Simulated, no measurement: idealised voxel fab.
Process module, titled voxel local oxidation
For reference, the cross-section in this document is cut, with width 255 nm and square cells of 5 nm.
Cross-section layout: square cells on a grid; listed as bands, top to bottom; a band spans one or more cell rows.
In this notation a band is specified by the heights of its top and bottom, in that order and in nm, after which its materials appear from left to right, each paired with its width in nm. The word "edge to edge" attached to a single material means that material fills the band from edge to edge; the word "empty" stands for empty space.
Below 0: as-received wafer, all one material; heights counted from there. Lowest band: no bottom, goes on down, written "0 down".
A width given as "30->40" starts at the first number in the band's top row and ends at the second number in its bottom row, shifting by an equal amount at every step from row to row.
Any step labelled "no change occurred" changed none of the cells in the cross-section.
Listed in "Unvented cavities": every empty space of 8 or more cells without an open way to the top. Form: width x height at distance, the distance being from the left edge, all in nm.
Post-settings text on a step line: simulator's own remark regarding the step.
overlay nm: where the mask lay relative to plan, measured to the right, on steps with a mask; negatives go left.
**plan**
1: RECEIVE (material Si)
2: CONFORMAL_DEP (material SiO2; thk nm 5)
3: CONFORMAL_DEP (material SiN; thk nm 15)
4: PATTERN (tone cover; mask id ACTIVE; material resist; width nm 105; thk nm 15; overlay nm 0)
5: DIRECTIONAL_ETCH (etch materials SiN; depth nm 15)
6: STRIP (etch materials resist)
7: SELECTIVE_ETCH (etch materials SiO2; depth nm 5)
8: OXIDIZE (depth nm 10)
9: STRIP (etch materials SiN)
**As received (post step 1): cross-section**
    0 down | Si edge to edge
    Unvented cavities: none
**Final cross-section, module run with one mistake (start and plan as above)**
    5 to 0 | 70 nm SiO2, then 115 nm empty, then 70 nm SiO2
    0 to -10 | 60 nm Si, then 135 nm SiO2, then 60 nm Si
    -10 down | Si edge to edge
    Unvented cavities: none
It is concluded that the wafer was processed incorrectly with respect to the plan, in that heads up, step 4 didn't go per plan, it actually ran as PATTERN (tone open; mask id ACTIVE; material resist; width nm 105; thk nm 15; overlay nm 0)
